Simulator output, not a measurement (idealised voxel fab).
process module | voxel air gaps
cross-section cut | 175 nm wide | cells 5 nm
A cross-section is a grid of square cells, given in bands from the top down. A band is one or more rows of cells.
Each band's line starts with the height of the band's top and of its bottom, in nm. Then come its materials from left to right, each with its width in nm. One material with "throughout" fills the band from edge to edge. "air" is empty space.
Height 0 is the level under which the wafer as received is all one material. The lowest band goes on downwards, as in "0 down".
A width such as "30 to 40" changes by the same amount from each row of cells to the next, from the band's top row to its bottom row.
"no change" after a step means that no cell of the cross-section changed.
closed voids: empty space of 8 cells or more with no open way to the top, each as width x height at its distance from the left edge, in nm
after a step's settings: what the simulator itself notes on the step
overlay nm, on a step with a mask: how far to the right of its planned place the mask lay; to the left if negative
plan
1 op RECEIVE | material Si
2 op CONFORMAL_DEP | material SiO2 | thk nm 15
3 op CONFORMAL_DEP | material SiCN | thk nm 5
4 op DIRECTIONAL_DEP | material lowk | thk nm 35
5 op DIRECTIONAL_DEP | material aC | thk nm 15
6 op PATTERN | tone open | mask id LINES | material resist | width nm 20 | pitch nm 50 | thk nm 35 | overlay nm 0
7 op DIRECTIONAL_ETCH | etch materials aC | depth nm 15
8 op STRIP | etch materials resist
9 op DIRECTIONAL_ETCH | etch materials lowk | depth nm 35
10 op STRIP | etch materials aC
11 op CONFORMAL_DEP | material TiN | thk nm 5
12 op FILL_DEP | material W | thk nm 10
13 op CMP | height nm 55
14 op EPI | material Ru | thk nm 10
15 op SELECTIVE_ETCH | etch materials lowk | depth nm 45
16 op CONFORMAL_DEP | material SiCN | thk nm 5
as received, after step 1
  0 down: Si throughout
  closed voids: none
a wafer at the end: this start, this plan, one mistake
  70 to 65: SiCN throughout
  65 to 55: Ru throughout
  55 to 45: W throughout
  45 to 40: TiN 30 | W 10 | TiN 40 | W 10 | TiN 40 | W 10 | TiN 35
  40 to 10: lowk 25 | TiN 5 | W 10 | TiN 5 | lowk 30 | TiN 5 | W 10 | TiN 5 | lowk 30 | TiN 5 | W 10 | TiN 5 | lowk 30
  10 to 5: lowk 25 | TiN 20 | lowk 30 | TiN 20 | lowk 30 | TiN 20 | lowk 30
  5 to 0: SiCN throughout
  0 down: Si throughout
  closed voids: none
what went wrong: step 2 was left out
